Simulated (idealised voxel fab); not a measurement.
The name of this process module is voxel transistor to metal.
The figure presents cross-section cut, which has a width of 180 nm and is divided into square cells with an edge length of 5 nm.
When this document writes out a cross-section, it uses a grid of square cells and lists it as bands, beginning at the top and moving down, with a band standing for one or more rows of cells. Band: top and bottom heights (nm) first, top before bottom; then materials from left to right, widths in nm. "all across" marks a sole material filling the band edge to edge. "blank" denotes empty space. Ref level 0: as-received wafer is one material below here. Bottom band extends down with no lower bound ("0 nm and below"). Read "30->40" as a graded width: first number on top, second number at the bottom, same change between each pair of neighbouring rows. No cell of the cross-section changed in a step that is given as "no alterations made". What "Enclosed cavities" gives you is every empty space of 8 cells or more that is cut off from the top. Each appears as width x height at distance, with the distance taken from the left edge and width, height and distance all in nm. What comes after the settings on a step's line is commentary from the simulator itself on that step. overlay nm: for a step with a mask, the amount by which the mask lay right of where it was planned; a negative amount means left of it. What follows is a series of pairs. Each pair shows a cross-section before one process step and the cross-section after it, and the after view is drawn only down to the lowest band that changed. Beneath each pair is the step that lies between the two, with its settings. Pairs may come from different runs of this module on the same starting wafer, so a pair continues from the one above it only where its entry headed "before" says so.
## before
- 35 nm to 30 nm  TiN: 40  blank: 10  TiN: 75  blank: 10  TiN: 45
- 30 nm to 25 nm  SiO2: 35  TiN: 5  blank: 10  TiN: 5  SiO2: 65  TiN: 5  blank: 10  TiN: 5  SiO2: 40
- 25 nm to 15 nm  SiO2: 35  TiN: 20->10  SiO2: 65->85  TiN: 20->10  SiO2: 40
- 15 nm to 10 nm  SiO2: 35  TiN: 10  SiO2: 15  SiN: 5  HfO2: 5  TiN: 5  W: 25  TiN: 5  HfO2: 5  SiN: 5  SiO2: 15  TiN: 10  SiO2: 40
- 10 nm to 5 nm  SiO2: 60  SiN: 5  HfO2: 5  TiN: 5  W: 25  TiN: 5  HfO2: 5  SiN: 5  SiO2: 65
- 5 nm to 0 nm  SiO2: 45  SiGe: 15  SiN: 5  HfO2: 5  TiN: 5  W: 25  TiN: 5  HfO2: 5  SiN: 5  SiGe: 15  SiO2: 50
- 0 nm to -5 nm  SiO2: 25  SiN: 5  SiO2: 15  SiGe: 15  SiN: 5  HfO2: 5  TiN: 35  HfO2: 5  SiN: 5  SiGe: 15  SiO2: 15  SiN: 5  SiO2: 30
- -5 nm to -10 nm  SiO2: 30  SiGe: 30  SiO2: 5  HfO2: 45  SiO2: 5  SiGe: 30  SiO2: 35
- -10 nm to -20 nm  SiO2: 30  SiGe: 30  Si: 55  SiGe: 30  SiO2: 35
- -20 nm to -30 nm  SiO2: 30  Si: 115  SiO2: 35
- -30 nm and below  Si all across
- Enclosed cavities: none
## Post-Step Snapshot
- 40 nm to 35 nm  Ru all across
- 35 nm to 30 nm  TiN: 40  Ru: 10  TiN: 75  Ru: 10  TiN: 45
- 30 nm to 25 nm  SiO2: 35  TiN: 5  Ru: 10  TiN: 5  SiO2: 65  TiN: 5  Ru: 10  TiN: 5  SiO2: 40
- Below 25, no change.
- Enclosed cavities: none
Step applied between the pre-step and post-step cross-sections shown above: FILL_DEP, material Ru, thk nm 5
before: cross-section not repeated; it is the one shown after the step in the pair just above.
## Post-Step Snapshot
- 30 nm to 25 nm  SiO2: 35  TiN: 5  Ru: 10  TiN: 5  SiO2: 65  TiN: 5  Ru: 10  TiN: 5  SiO2: 40
- Below 25, no change.
- Enclosed cavities: none
Step applied between the pre-step and post-step cross-sections shown above: CMP, height nm 30
before: cross-section not repeated; it is the one shown after the step in the pair just above.
## Post-Step Snapshot
- 35 nm to 30 nm  SiN all across
- Below 30, no change.
- Enclosed cavities: none
Step applied between the pre-step and post-step cross-sections shown above: CONFORMAL_DEP, material SiN, thk nm 5
before: cross-section not repeated; it is the one shown after the step in the pair just above.
## Post-Step Snapshot
- 50 nm to 35 nm  lowk all across
- Below 35, no change.
- Enclosed cavities: none
Step applied between the pre-step and post-step cross-sections shown above: DIRECTIONAL_DEP, material lowk, thk nm 15
before: cross-section not repeated; it is the one shown after the step in the pair just above.
## Post-Step Snapshot
- 65 nm to 50 nm  aC all across
- Below 50, no change.
- Enclosed cavities: none
Step applied between the pre-step and post-step cross-sections shown above: DIRECTIONAL_DEP, material aC, thk nm 15
before: cross-section not repeated; it is the one shown after the step in the pair just above.
## Post-Step Snapshot
- 100 nm to 65 nm  resist: 35  blank: 20  resist: 65  blank: 20  resist: 40
- Below 65, no change.
- Enclosed cavities: none
Step applied between the pre-step and post-step cross-sections shown above: PATTERN, tone open, mask id METAL_1, material resist, width nm 20, pitch nm 85, thk nm 35, overlay nm 0
before: cross-section not repeated; it is the one shown after the step in the pair just above.
## Post-Step Snapshot
- 85 nm to 65 nm  resist: 35  blank: 20  resist: 65  blank: 20  resist: 40
- 65 nm to 50 nm  aC: 35  blank: 20  aC: 65  blank: 20  aC: 40
- Below 50, no change.
- Enclosed cavities: none
Step applied between the pre-step and post-step cross-sections shown above: DIRECTIONAL_ETCH, etch materials aC, depth nm 15
before: cross-section not repeated; it is the one shown after the step in the pair just above.
## Post-Step Snapshot
- 65 nm to 50 nm  aC: 35  blank: 20  aC: 65  blank: 20  aC: 40
- Below 50, no change.
- Enclosed cavities: none
Step applied between the pre-step and post-step cross-sections shown above: STRIP, etch materials resist
before: cross-section not repeated; it is the one shown after the step in the pair just above.
## Post-Step Snapshot
- 65 nm to 50 nm  aC: 35  blank: 20  aC: 65  blank: 20  aC: 40
- 50 nm to 35 nm  lowk: 35  blank: 20  lowk: 65  blank: 20  lowk: 40
- Below 35, no change.
- Enclosed cavities: none
Step applied between the pre-step and post-step cross-sections shown above: DIRECTIONAL_ETCH, etch materials lowk, depth nm 15
before: cross-section not repeated; it is the one shown after the step in the pair just above.
## Post-Step Snapshot
- 65 nm to 50 nm  aC: 35  blank: 20  aC: 65  blank: 20  aC: 40
- 50 nm to 35 nm  lowk: 35  blank: 20  lowk: 65  blank: 20  lowk: 40
- 35 nm to 30 nm  SiN: 35  blank: 20  SiN: 65  blank: 20  SiN: 40
- Below 30, no change.
- Enclosed cavities: none
Step applied between the pre-step and post-step cross-sections shown above: DIRECTIONAL_ETCH, etch materials SiN, depth nm 5
before: cross-section not repeated; it is the one shown after the step in the pair just above.
## Post-Step Snapshot
- 50 nm to 35 nm  lowk: 35  blank: 20  lowk: 65  blank: 20  lowk: 40
- Below 35, no change.
- Enclosed cavities: none
Step applied between the pre-step and post-step cross-sections shown above: STRIP, etch materials aC
before: cross-section not repeated; it is the one shown after the step in the pair just above.
## Post-Step Snapshot
- 55 nm to 50 nm  TiN: 40  blank: 10  TiN: 75  blank: 10  TiN: 45
- 50 nm to 35 nm  lowk: 35  TiN: 5  blank: 10  TiN: 5  lowk: 65  TiN: 5  blank: 10  TiN: 5  lowk: 40
- 35 nm to 30 nm  SiN: 35  TiN: 20  SiN: 65  TiN: 20  SiN: 40
- Below 30, no change.
- Enclosed cavities: none
Step applied between the pre-step and post-step cross-sections shown above: CONFORMAL_DEP, material TiN, thk nm 5
before: cross-section not repeated; it is the one shown after the step in the pair just above.
## Post-Step Snapshot
- 60 nm to 55 nm  Ru all across
- 55 nm to 50 nm  TiN: 40  Ru: 10  TiN: 75  Ru: 10  TiN: 45
- 50 nm to 35 nm  lowk: 35  TiN: 5  Ru: 10  TiN: 5  lowk: 65  TiN: 5  Ru: 10  TiN: 5  lowk: 40
- Below 35, no change.
- Enclosed cavities: none
Step applied between the pre-step and post-step cross-sections shown above: FILL_DEP, material Ru, thk nm 5
before: cross-section not repeated; it is the one shown after the step in the pair just above.
## Post-Step Snapshot
- 50 nm to 35 nm  lowk: 35  TiN: 5  Ru: 10  TiN: 5  lowk: 65  TiN: 5  Ru: 10  TiN: 5  lowk: 40
- Below 35, no change.
- Enclosed cavities: none
Step applied between the pre-step and post-step cross-sections shown above: CMP, height nm 50
before: cross-section not repeated; it is the one shown after the step in the pair just above.
## Post-Step Snapshot
- 55 nm to 50 nm  SiCN all across
- Below 50, no change.
- Enclosed cavities: none
Step applied between the pre-step and post-step cross-sections shown above: CONFORMAL_DEP, material SiCN, thk nm 5
## before
- 25 nm to 10 nm  SiO2 all across
- 10 nm to 0 nm  SiO2: 25  SiN: 125  SiO2: 30
- 0 nm to -5 nm  SiO2 all across
- -5 nm to -30 nm  SiO2: 30  Si: 115  SiO2: 35
- -30 nm and below  Si all across
- Enclosed cavities: none
## Post-Step Snapshot
- 20 nm to 10 nm  SiO2 all across
- Below 10, no change.
- Enclosed cavities: none
Step applied between the pre-step and post-step cross-sections shown above: CMP, height nm 20
before: cross-section not repeated; it is the one shown after the step in the pair just above.
## Post-Step Snapshot
- 15 nm to 10 nm  SiO2 all across
- Below 10, no change.
- Enclosed cavities: none
Step applied between the pre-step and post-step cross-sections shown above: SELECTIVE_ETCH, etch materials SiO2, depth nm 5
before: cross-section not repeated; it is the one shown after the step in the pair just above.
## Post-Step Snapshot
- 10 nm to 0 nm  SiO2: 25  SiN: 125  SiO2: 30
- Below 0, no change.
- Enclosed cavities: none
Step applied between the pre-step and post-step cross-sections shown above: SELECTIVE_ETCH, etch materials SiO2, depth nm 5
before: cross-section not repeated; it is the one shown after the step in the pair just above.
## Post-Step Snapshot
- 35 nm to 10 nm  polySi all across
- Below 10, no change.
- Enclosed cavities: none
Step applied between the pre-step and post-step cross-sections shown above: DIRECTIONAL_DEP, material polySi, thk nm 25
before: cross-section not repeated; it is the one shown after the step in the pair just above.
## Post-Step Snapshot
- 45 nm to 35 nm  SiCN all across
- Below 35, no change.
- Enclosed cavities: none
Step applied between the pre-step and post-step cross-sections shown above: DIRECTIONAL_DEP, material SiCN, thk nm 10
before: cross-section not repeated; it is the one shown after the step in the pair just above.
## Post-Step Snapshot
- 45 nm to 35 nm  blank: 70  SiCN: 35  blank: 75
- Below 35, no change.
- Enclosed cavities: none
Step applied between the pre-step and post-step cross-sections shown above: MASKED_ETCH, tone cover, mask id GATE, width nm 35, etch materials SiCN, depth nm 20, overlay nm 0
before: cross-section not repeated; it is the one shown after the step in the pair just above.
## Post-Step Snapshot
- 45 nm to 35 nm  blank: 70  SiCN: 35  blank: 75
- 35 nm to 10 nm  blank: 70  polySi: 35  blank: 75
- Below 10, no change.
- Enclosed cavities: none
Step applied between the pre-step and post-step cross-sections shown above: MASKED_ETCH, tone cover, mask id GATE, width nm 35, etch materials polySi, depth nm 35, overlay nm 0
before: cross-section not repeated; it is the one shown after the step in the pair just above.
## Post-Step Snapshot
- 50 nm to 45 nm  blank: 65  SiO2: 45  blank: 70
- 45 nm to 35 nm  blank: 65  SiO2: 5  SiCN: 35  SiO2: 5  blank: 70
- 35 nm to 15 nm  blank: 65  SiO2: 5  polySi: 35  SiO2: 5  blank: 70
- 15 nm to 10 nm  SiO2: 70  polySi: 35  SiO2: 75
- Below 10, no change.
- Enclosed cavities: none
Step applied between the pre-step and post-step cross-sections shown above: CONFORMAL_DEP, material SiO2, thk nm 5
before: cross-section not repeated; it is the one shown after the step in the pair just above.
## Post-Step Snapshot
- 45 nm to 35 nm  blank: 65  SiO2: 5  SiCN: 35  SiO2: 5  blank: 70
- 35 nm to 10 nm  blank: 65  SiO2: 5  polySi: 35  SiO2: 5  blank: 70
- Below 10, no change.
- Enclosed cavities: none
Step applied between the pre-step and post-step cross-sections shown above: DIRECTIONAL_ETCH, etch materials SiO2, depth nm 5
before: cross-section not repeated; it is the one shown after the step in the pair just above.
## Post-Step Snapshot
- 50 nm to 45 nm  blank: 60  SiN: 55  blank: 65
- 45 nm to 35 nm  blank: 60  SiN: 5  SiO2: 5  SiCN: 35  SiO2: 5  SiN: 5  blank: 65
- 35 nm to 15 nm  blank: 60  SiN: 5  SiO2: 5  polySi: 35  SiO2: 5  SiN: 5  blank: 65
- 15 nm to 10 nm  SiN: 65  SiO2: 5  polySi: 35  SiO2: 5  SiN: 70
- Below 10, no change.
- Enclosed cavities: none
Step applied between the pre-step and post-step cross-sections shown above: CONFORMAL_DEP, material SiN, thk nm 5
before: cross-section not repeated; it is the one shown after the step in the pair just above.
## Post-Step Snapshot
- 45 nm to 35 nm  blank: 60  SiN: 5  SiO2: 5  SiCN: 35  SiO2: 5  SiN: 5  blank: 65
- 35 nm to 10 nm  blank: 60  SiN: 5  SiO2: 5  polySi: 35  SiO2: 5  SiN: 5  blank: 65
- Below 10, no change.
- Enclosed cavities: none
Step applied between the pre-step and post-step cross-sections shown above: DIRECTIONAL_ETCH, etch materials SiN, depth nm 5
before: cross-section not repeated; it is the one shown after the step in the pair just above.
## Post-Step Snapshot
- 45 nm to 40 nm  blank: 60  SiN: 5  blank: 5  SiCN: 35  blank: 5  SiN: 5  blank: 65
- 40 nm to 35 nm  blank: 60  SiN: 5  SiO2: 5  SiCN: 35  SiO2: 5  SiN: 5  blank: 65
- 35 nm to 10 nm  blank: 60  SiN: 5  SiO2: 5  polySi: 35  SiO2: 5  SiN: 5  blank: 65
- 10 nm to 5 nm  blank: 25  SiN: 125  blank: 30
- Below 5, no change.
- Enclosed cavities: none
Step applied between the pre-step and post-step cross-sections shown above: DIRECTIONAL_ETCH, etch materials SiO2, depth nm 5
before: cross-section not repeated; it is the one shown after the step in the pair just above.
## Post-Step Snapshot
- 55 nm to 45 nm  SiO2 all across
- 45 nm to 35 nm  SiO2: 60  SiN: 5  SiO2: 5  SiCN: 35  SiO2: 5  SiN: 5  SiO2: 65
- 35 nm to 10 nm  SiO2: 60  SiN: 5  SiO2: 5  polySi: 35  SiO2: 5  SiN: 5  SiO2: 65
- 10 nm to 0 nm  SiO2: 25  SiN: 125  SiO2: 30
- Below 0, no change.
- Enclosed cavities: none
Step applied between the pre-step and post-step cross-sections shown above: FILL_DEP, material SiO2, thk nm 10
before: cross-section not repeated; it is the one shown after the step in the pair just above.
## Post-Step Snapshot
- 20 nm to 10 nm  SiO2: 60  SiN: 5  SiO2: 5  polySi: 35  SiO2: 5  SiN: 5  SiO2: 65
- Below 10, no change.
- Enclosed cavities: none
Step applied between the pre-step and post-step cross-sections shown above: CMP, height nm 20
before: cross-section not repeated; it is the one shown after the step in the pair just above.
## Post-Step Snapshot
- 20 nm to 10 nm  SiO2: 60  SiN: 5  SiO2: 5  blank: 35  SiO2: 5  SiN: 5  SiO2: 65
- Below 10, no change.
- Enclosed cavities: none
Step applied between the pre-step and post-step cross-sections shown above: STRIP, etch materials polySi
before: cross-section not repeated; it is the one shown after the step in the pair just above.
## Post-Step Snapshot
- 20 nm to 15 nm  blank: 60  SiN: 5  blank: 45  SiN: 5  blank: 65
- 15 nm to 10 nm  SiO2: 60  SiN: 5  blank: 45  SiN: 5  SiO2: 65
- Below 10, no change.
- Enclosed cavities: none
Step applied between the pre-step and post-step cross-sections shown above: SELECTIVE_ETCH, etch materials SiO2, depth nm 5
before: cross-section not repeated; it is the one shown after the step in the pair just above.
## Post-Step Snapshot
- 25 nm to 20 nm  blank: 55  HfO2: 15  blank: 35  HfO2: 15  blank: 60
- 20 nm to 15 nm  HfO2: 60  SiN: 5  HfO2: 5  blank: 35  HfO2: 5  SiN: 5  HfO2: 65
- 15 nm to 10 nm  SiO2: 60  SiN: 5  HfO2: 45  SiN: 5  SiO2: 65
- Below 10, no change.
- Enclosed cavities: none
Step applied between the pre-step and post-step cross-sections shown above: CONFORMAL_DEP, material HfO2, thk nm 5
before: cross-section not repeated; it is the one shown after the step in the pair just above.
## Post-Step Snapshot
- 30 nm to 25 nm  blank: 50  TiN: 25  blank: 25  TiN: 25  blank: 55
- 25 nm to 20 nm  TiN: 55  HfO2: 15  TiN: 5  blank: 25  TiN: 5  HfO2: 15  TiN: 60
- 20 nm to 15 nm  HfO2: 60  SiN: 5  HfO2: 5  TiN: 35  HfO2: 5  SiN: 5  HfO2: 65
- Below 15, no change.
- Enclosed cavities: none
Step applied between the pre-step and post-step cross-sections shown above: CONFORMAL_DEP, material TiN, thk nm 5
before: cross-section not repeated; it is the one shown after the step in the pair just above.
## Post-Step Snapshot
- 40 nm to 30 nm  W all across
- 30 nm to 25 nm  W: 50  TiN: 25  W: 25  TiN: 25  W: 55
- 25 nm to 20 nm  TiN: 55  HfO2: 15  TiN: 5  W: 25  TiN: 5  HfO2: 15  TiN: 60
- Below 20, no change.
- Enclosed cavities: none
Step applied between the pre-step and post-step cross-sections shown above: FILL_DEP, material W, thk nm 10
before: cross-section not repeated; it is the one shown after the step in the pair just above.
## Post-Step Snapshot
- 15 nm to 10 nm  SiO2: 60  SiN: 5  HfO2: 45  SiN: 5  SiO2: 65
- Below 10, no change.
- Enclosed cavities: none
Step applied between the pre-step and post-step cross-sections shown above: CMP, height nm 15
before: cross-section not repeated; it is the one shown after the step in the pair just above.
## Post-Step Snapshot
- 30 nm to 15 nm  SiO2 all across
- Below 15, no change.
- Enclosed cavities: none
Step applied between the pre-step and post-step cross-sections shown above: DIRECTIONAL_DEP, material SiO2, thk nm 15
before: cross-section not repeated; it is the one shown after the step in the pair just above.
## Post-Step Snapshot
- 30 nm to 15 nm  SiO2: 35  blank: 20  SiO2: 65  blank: 20  SiO2: 40
- 15 nm to 10 nm  SiO2: 35  blank: 20  SiO2: 5  SiN: 5  HfO2: 45  SiN: 5  SiO2: 5  blank: 20  SiO2: 40
- Below 10, no change.
- Enclosed cavities: none
Step applied between the pre-step and post-step cross-sections shown above: MASKED_ETCH, tone open, mask id CONTACT, width nm 20, pitch nm 85, etch materials SiO2, depth nm 35, overlay nm 0
before: cross-section not repeated; it is the one shown after the step in the pair just above.
## Post-Step Snapshot
- 35 nm to 30 nm  TiN: 40  blank: 10  TiN: 75  blank: 10  TiN: 45
- 30 nm to 15 nm  SiO2: 35  TiN: 5  blank: 10  TiN: 5  SiO2: 65  TiN: 5  blank: 10  TiN: 5  SiO2: 40
- 15 nm to 10 nm  SiO2: 35  TiN: 20  SiO2: 5  SiN: 5  HfO2: 45  SiN: 5  SiO2: 5  TiN: 20  SiO2: 40
- Below 10, no change.
- Enclosed cavities: none
Step applied between the pre-step and post-step cross-sections shown above: CONFORMAL_DEP, material TiN, thk nm 5
before: cross-section not repeated; it is the one shown after the step in the pair just above.
## Post-Step Snapshot
- 40 nm to 35 nm  Ru all across
- 35 nm to 30 nm  TiN: 40  Ru: 10  TiN: 75  Ru: 10  TiN: 45
- 30 nm to 15 nm  SiO2: 35  TiN: 5  Ru: 10  TiN: 5  SiO2: 65  TiN: 5  Ru: 10  TiN: 5  SiO2: 40
- Below 15, no change.
- Enclosed cavities: none
Step applied between the pre-step and post-step cross-sections shown above: FILL_DEP, material Ru, thk nm 5
before: cross-section not repeated; it is the one shown after the step in the pair just above.
## Post-Step Snapshot
- 30 nm to 15 nm  SiO2: 35  TiN: 5  Ru: 10  TiN: 5  SiO2: 65  TiN: 5  Ru: 10  TiN: 5  SiO2: 40
- Below 15, no change.
- Enclosed cavities: none
Step applied between the pre-step and post-step cross-sections shown above: CMP, height nm 30
before: cross-section not repeated; it is the one shown after the step in the pair just above.
## Post-Step Snapshot
- 35 nm to 30 nm  SiN all across
- Below 30, no change.
- Enclosed cavities: none
Step applied between the pre-step and post-step cross-sections shown above: CONFORMAL_DEP, material SiN, thk nm 5
before: cross-section not repeated; it is the one shown after the step in the pair just above.
## Post-Step Snapshot
- 50 nm to 35 nm  lowk all across
- Below 35, no change.
- Enclosed cavities: none
Step applied between the pre-step and post-step cross-sections shown above: DIRECTIONAL_DEP, material lowk, thk nm 15
before: cross-section not repeated; it is the one shown after the step in the pair just above.
## Post-Step Snapshot
- 65 nm to 50 nm  aC all across
- Below 50, no change.
- Enclosed cavities: none
Step applied between the pre-step and post-step cross-sections shown above: DIRECTIONAL_DEP, material aC, thk nm 15
before: cross-section not repeated; it is the one shown after the step in the pair just above.
## Post-Step Snapshot
- 100 nm to 65 nm  resist: 35  blank: 20  resist: 65  blank: 20  resist: 40
- Below 65, no change.
- Enclosed cavities: none
Step applied between the pre-step and post-step cross-sections shown above: PATTERN, tone open, mask id METAL_1, material resist, width nm 20, pitch nm 85, thk nm 35, overlay nm 0
before: cross-section not repeated; it is the one shown after the step in the pair just above.
## Post-Step Snapshot
- 85 nm to 65 nm  resist: 35  blank: 20  resist: 65  blank: 20  resist: 40
- 65 nm to 50 nm  aC: 35  blank: 20  aC: 65  blank: 20  aC: 40
- Below 50, no change.
- Enclosed cavities: none
Step applied between the pre-step and post-step cross-sections shown above: DIRECTIONAL_ETCH, etch materials aC, depth nm 15
before: cross-section not repeated; it is the one shown after the step in the pair just above.
## Post-Step Snapshot
- 65 nm to 50 nm  aC: 35  blank: 20  aC: 65  blank: 20  aC: 40
- Below 50, no change.
- Enclosed cavities: none
Step applied between the pre-step and post-step cross-sections shown above: STRIP, etch materials resist
before: cross-section not repeated; it is the one shown after the step in the pair just above.
## Post-Step Snapshot
- 65 nm to 50 nm  aC: 35  blank: 20  aC: 65  blank: 20  aC: 40
- 50 nm to 35 nm  lowk: 35  blank: 20  lowk: 65  blank: 20  lowk: 40
- Below 35, no change.
- Enclosed cavities: none
Step applied between the pre-step and post-step cross-sections shown above: DIRECTIONAL_ETCH, etch materials lowk, depth nm 15
before: cross-section not repeated; it is the one shown after the step in the pair just above.
## Post-Step Snapshot
- 65 nm to 50 nm  aC: 35  blank: 20  aC: 65  blank: 20  aC: 40
- 50 nm to 35 nm  lowk: 35  blank: 20  lowk: 65  blank: 20  lowk: 40
- 35 nm to 30 nm  SiN: 35  blank: 20  SiN: 65  blank: 20  SiN: 40
- Below 30, no change.
- Enclosed cavities: none
Step applied between the pre-step and post-step cross-sections shown above: DIRECTIONAL_ETCH, etch materials SiN, depth nm 5
before: cross-section not repeated; it is the one shown after the step in the pair just above.
## Post-Step Snapshot
- 50 nm to 35 nm  lowk: 35  blank: 20  lowk: 65  blank: 20  lowk: 40
- Below 35, no change.
- Enclosed cavities: none
Step applied between the pre-step and post-step cross-sections shown above: STRIP, etch materials aC
before: cross-section not repeated; it is the one shown after the step in the pair just above.
## Post-Step Snapshot
- 55 nm to 50 nm  TiN: 40  blank: 10  TiN: 75  blank: 10  TiN: 45
- 50 nm to 35 nm  lowk: 35  TiN: 5  blank: 10  TiN: 5  lowk: 65  TiN: 5  blank: 10  TiN: 5  lowk: 40
- 35 nm to 30 nm  SiN: 35  TiN: 20  SiN: 65  TiN: 20  SiN: 40
- Below 30, no change.
- Enclosed cavities: none
Step applied between the pre-step and post-step cross-sections shown above: CONFORMAL_DEP, material TiN, thk nm 5
before: cross-section not repeated; it is the one shown after the step in the pair just above.
## Post-Step Snapshot
- 60 nm to 55 nm  Ru all across
- 55 nm to 50 nm  TiN: 40  Ru: 10  TiN: 75  Ru: 10  TiN: 45
- 50 nm to 35 nm  lowk: 35  TiN: 5  Ru: 10  TiN: 5  lowk: 65  TiN: 5  Ru: 10  TiN: 5  lowk: 40
- Below 35, no change.
- Enclosed cavities: none
Step applied between the pre-step and post-step cross-sections shown above: FILL_DEP, material Ru, thk nm 5
before: cross-section not repeated; it is the one shown after the step in the pair just above.
## Post-Step Snapshot
- 50 nm to 35 nm  lowk: 35  TiN: 5  Ru: 10  TiN: 5  lowk: 65  TiN: 5  Ru: 10  TiN: 5  lowk: 40
- Below 35, no change.
- Enclosed cavities: none
Step applied between the pre-step and post-step cross-sections shown above: CMP, height nm 50
before: cross-section not repeated; it is the one shown after the step in the pair just above.
## Post-Step Snapshot
- 55 nm to 50 nm  SiCN all across
- Below 50, no change.
- Enclosed cavities: none
Step applied between the pre-step and post-step cross-sections shown above: CONFORMAL_DEP, material SiCN, thk nm 5
## before
- 10 nm to 0 nm  SiN all across
- 0 nm to -5 nm  SiO2 all across
- -5 nm and below  Si all across
- Enclosed cavities: none
## Post-Step Snapshot
- 10 nm to 0 nm  blank: 30  SiN: 120  blank: 30
- Below 0, no change.
- Enclosed cavities: none
Step applied between the pre-step and post-step cross-sections shown above: MASKED_ETCH, tone cover, mask id ACTIVE, width nm 120, etch materials SiN, depth nm 10, overlay nm 0
before: cross-section not repeated; it is the one shown after the step in the pair just above.
## Post-Step Snapshot
- 10 nm to 0 nm  blank: 30  SiN: 120  blank: 30
- 0 nm to -5 nm  blank: 25  SiO2: 125  blank: 30
- Below -5, no change.
- Enclosed cavities: none
Step applied between the pre-step and post-step cross-sections shown above: MASKED_ETCH, tone cover, mask id ACTIVE, width nm 125, etch materials SiO2, depth nm 5, overlay nm 0
before: cross-section not repeated; it is the one shown after the step in the pair just above.
## Post-Step Snapshot
- 10 nm to 0 nm  blank: 30  SiN: 120  blank: 30
- 0 nm to -5 nm  blank: 25  SiO2: 125  blank: 30
- -5 nm to -25 nm  blank: 25  Si: 125  blank: 30
- Below -25, no change.
- Enclosed cavities: none
Step applied between the pre-step and post-step cross-sections shown above: MASKED_ETCH, tone cover, mask id ACTIVE, width nm 125, etch materials Si, depth nm 20, overlay nm 0
before: cross-section not repeated; it is the one shown after the step in the pair just above.
## Post-Step Snapshot
- 10 nm to 0 nm  blank: 30  SiN: 120  blank: 30
- 0 nm to -5 nm  blank: 25  SiO2: 125  blank: 30
- -5 nm to -25 nm  blank: 25  SiO2: 5  Si: 115  SiO2: 5  blank: 30
- -25 nm to -30 nm  SiO2: 30  Si: 115  SiO2: 35
- Below -30, no change.
- Enclosed cavities: none
Step applied between the pre-step and post-step cross-sections shown above: OXIDIZE, depth nm 5
before: cross-section not repeated; it is the one shown after the step in the pair just above.
## Post-Step Snapshot
- 25 nm to 10 nm  SiO2 all across
- 10 nm to 0 nm  SiO2: 30  SiN: 120  SiO2: 30
- 0 nm to -5 nm  SiO2 all across
- -5 nm to -30 nm  SiO2: 30  Si: 115  SiO2: 35
- Below -30, no change.
- Enclosed cavities: none
Step applied between the pre-step and post-step cross-sections shown above: FILL_DEP, material SiO2, thk nm 15
before: cross-section not repeated; it is the one shown after the step in the pair just above.
## Post-Step Snapshot
- 10 nm to 0 nm  SiO2: 30  SiN: 120  SiO2: 30
- Below 0, no change.
- Enclosed cavities: none
Step applied between the pre-step and post-step cross-sections shown above: CMP, height nm 10
before: cross-section not repeated; it is the one shown after the step in the pair just above.
## Post-Step Snapshot
- 10 nm to 5 nm  blank: 30  SiN: 120  blank: 30
- Below 5, no change.
- Enclosed cavities: none
Step applied between the pre-step and post-step cross-sections shown above: SELECTIVE_ETCH, etch materials SiO2, depth nm 5
before: cross-section not repeated; it is the one shown after the step in the pair just above.
## Post-Step Snapshot
- 5 nm to 0 nm  SiO2: 30  blank: 120  SiO2: 30
- Below 0, no change.
- Enclosed cavities: none
Step applied between the pre-step and post-step cross-sections shown above: STRIP, etch materials SiN
before: cross-section not repeated; it is the one shown after the step in the pair just above.
## Post-Step Snapshot
- 0 nm to -5 nm  SiO2: 25  blank: 130  SiO2: 25
- Below -5, no change.
- Enclosed cavities: none
Step applied between the pre-step and post-step cross-sections shown above: SELECTIVE_ETCH, etch materials SiO2, depth nm 5
before: cross-section not repeated; it is the one shown after the step in the pair just above.
## Post-Step Snapshot
- 0 nm to -5 nm  SiO2: 25  blank: 130  SiO2: 25
- -5 nm to -10 nm  SiO2 all across
- Below -10, no change.
- Enclosed cavities: none
Step applied between the pre-step and post-step cross-sections shown above: OXIDIZE, depth nm 5
before: cross-section not repeated; it is the one shown after the step in the pair just above.
## Post-Step Snapshot
- 25 nm to 20 nm  polySi: 25  blank: 130  polySi: 25
- 20 nm to 0 nm  polySi all across
- 0 nm to -5 nm  SiO2: 25  polySi: 130  SiO2: 25
- Below -5, no change.
- Enclosed cavities: none
Step applied between the pre-step and post-step cross-sections shown above: DIRECTIONAL_DEP, material polySi, thk nm 25
before: cross-section not repeated; it is the one shown after the step in the pair just above.
## Post-Step Snapshot
- 35 nm to 30 nm  SiCN: 25  blank: 130  SiCN: 25
- 30 nm to 25 nm  SiCN all across
- 25 nm to 20 nm  polySi: 25  SiCN: 130  polySi: 25
- Below 20, no change.
- Enclosed cavities: none
Step applied between the pre-step and post-step cross-sections shown above: DIRECTIONAL_DEP, material SiCN, thk nm 10
before: cross-section not repeated; it is the one shown after the step in the pair just above.
## Post-Step Snapshot
- 30 nm to 25 nm  blank: 70  SiCN: 35  blank: 75
- 25 nm to 20 nm  polySi: 25  blank: 45  SiCN: 35  blank: 50  polySi: 25
- Below 20, no change.
- Enclosed cavities: none
Step applied between the pre-step and post-step cross-sections shown above: MASKED_ETCH, tone cover, mask id GATE, width nm 35, etch materials SiCN, depth nm 20, overlay nm 0
before: cross-section not repeated; it is the one shown after the step in the pair just above.
## Post-Step Snapshot
- 30 nm to 20 nm  blank: 70  SiCN: 35  blank: 75
- 20 nm to 0 nm  blank: 70  polySi: 35  blank: 75
- 0 nm to -5 nm  SiO2: 25  blank: 45  polySi: 35  blank: 50  SiO2: 25
- Below -5, no change.
- Enclosed cavities: none
Step applied between the pre-step and post-step cross-sections shown above: MASKED_ETCH, tone cover, mask id GATE, width nm 35, etch materials polySi, depth nm 35, overlay nm 0
before: cross-section not repeated; it is the one shown after the step in the pair just above.
## Post-Step Snapshot
- 35 nm to 30 nm  blank: 65  SiO2: 45  blank: 70
- 30 nm to 20 nm  blank: 65  SiO2: 5  SiCN: 35  SiO2: 5  blank: 70
- 20 nm to 5 nm  blank: 65  SiO2: 5  polySi: 35  SiO2: 5  blank: 70
- 5 nm to 0 nm  SiO2: 30  blank: 35  SiO2: 5  polySi: 35  SiO2: 5  blank: 40  SiO2: 30
- 0 nm to -5 nm  SiO2: 70  polySi: 35  SiO2: 75
- Below -5, no change.
- Enclosed cavities: none
Step applied between the pre-step and post-step cross-sections shown above: CONFORMAL_DEP, material SiO2, thk nm 5
before: cross-section not repeated; it is the one shown after the step in the pair just above.
## Post-Step Snapshot
- 30 nm to 20 nm  blank: 65  SiO2: 5  SiCN: 35  SiO2: 5  blank: 70
- 20 nm to 0 nm  blank: 65  SiO2: 5  polySi: 35  SiO2: 5  blank: 70
- 0 nm to -5 nm  SiO2: 30  blank: 35  SiO2: 5  polySi: 35  SiO2: 5  blank: 40  SiO2: 30
- Below -5, no change.
- Enclosed cavities: none
Step applied between the pre-step and post-step cross-sections shown above: DIRECTIONAL_ETCH, etch materials SiO2, depth nm 5
